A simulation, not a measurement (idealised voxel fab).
This section sets out a process module, namely voxel self aligned contacts.
Cross-section cut: width 150 nm, square cells of 5 nm.
Reading order for cross-sections: top band down to bottom band. Underlying form: a grid of square cells. Band size: one or more rows of cells.
For a band, the entry starts with two heights in nm, that of the top and then that of the bottom, and carries on with the band's materials in order from left to right, each alongside its width in nm; the word "all across" beside a single material means it fills the band edge to edge, and "blank" means empty space.
Where do heights start? At 0: under that level the wafer as delivered is made of one material only. And the lowest band has no floor; it just carries on downward, as in "z 0 and below".
A width given as "30->40" starts at the first number in the band's top row and ends at the second number in its bottom row, shifting by an equal amount at every step from row to row.
"no modifications" -> step changed no cross-section cell.
Heads up: "closed voids" only lists the empty pockets with no open path to the top that are 8 cells or more, and it writes them as width x height at distance, distance from the left edge, in nm.
Past the settings on a step's line: simulator remark, on that step.
overlay nm: mask offset rightward from planned place, masked step; negative means leftward offset.
### List of planned process steps
1: RECEIVE: material Si
2: CONFORMAL_DEP: material SiO2, thk nm 5
3: DIRECTIONAL_DEP: material polySi, thk nm 25
4: DIRECTIONAL_DEP: material SiN, thk nm 20
5: DIRECTIONAL_DEP: material aC, thk nm 15
6: PATTERN: tone cover, mask id GATE, material resist, width nm 30, pitch nm 70, thk nm 30, overlay nm 0
7: DIRECTIONAL_ETCH: etch materials aC, depth nm 15
8: STRIP: etch materials resist
9: DIRECTIONAL_ETCH: etch materials SiN, depth nm 20
10: DIRECTIONAL_ETCH: etch materials polySi, depth nm 25
11: STRIP: etch materials aC
12: CONFORMAL_DEP: material SiN, thk nm 10
13: DIRECTIONAL_ETCH: etch materials SiN, depth nm 10
14: FILL_DEP: material SiO2, thk nm 10
15: CMP: height nm 55
16: MASKED_ETCH: tone open, mask id CONTACT, width nm 50, etch materials SiO2, depth nm 55, overlay nm 0
17: CONFORMAL_DEP: material TiN, thk nm 5
18: FILL_DEP: material W, thk nm 10
19: CMP: height nm 55
20: CONFORMAL_DEP: material SiCN, thk nm 5
### Step 1 complete: cross-section of the wafer as received
  z 0 and below = Si all across
  closed voids: none
### As-planned run: cross-section of the first of two wafers at end of module
  z 60 to 55 = SiCN all across
  z 55 to 50 = SiO2 50 nm | TiN 20 nm | W 10 nm | TiN 20 nm | SiO2 50 nm
  z 50 to 30 = SiO2 15 nm | SiN 50 nm | TiN 5 nm | W 10 nm | TiN 5 nm | SiN 50 nm | SiO2 15 nm
  z 30 to 5 = SiO2 15 nm | SiN 10 nm | polySi 30 nm | SiN 10 nm | TiN 5 nm | W 10 nm | TiN 5 nm | SiN 10 nm | polySi 30 nm | SiN 10 nm | SiO2 15 nm
  z 5 to 0 = SiO2 65 nm | TiN 20 nm | SiO2 65 nm
  z 0 and below = Si all across
  closed voids: none
### This is the second of the two wafers, cross-sectioned at the end of the module; it started exactly like the first and was given the same plan, but it was run with one mistake
  z 60 to 55 = SiCN all across
  z 55 to 50 = SiO2 50 nm | TiN 20 nm | W 10 nm | TiN 20 nm | SiO2 50 nm
  z 50 to 30 = SiO2 15 nm | SiN 50 nm | TiN 5 nm | W 10 nm | TiN 5 nm | SiN 50 nm | SiO2 15 nm
  z 30 to 20 = SiO2 15 nm | SiN 10 nm | polySi 30 nm | SiN 10 nm | TiN 5 nm | W 10 nm | TiN 5 nm | SiN 10 nm | polySi 30 nm | SiN 10 nm | SiO2 15 nm
  z 20 to 15 = SiO2 15 nm | SiN 10 nm | polySi 30 nm | SiN 10 nm | TiN 20 nm | SiN 10 nm | polySi 30 nm | SiN 10 nm | SiO2 15 nm
  z 15 to 5 = SiN 25 nm | polySi 30 nm | SiN 40 nm | polySi 30 nm | SiN 25 nm
  z 5 to 0 = SiO2 all across
  z 0 and below = Si all across
  closed voids: none
Nonconformance to the process plan: step 12 ran in the slot meant for step 13, and vice versa
Looking at both finished wafers in cells, the second ends up ahead of or behind the first on some materials: 20 more of SiN | 8 fewer of SiO2 | 6 fewer of TiN | 6 fewer of W
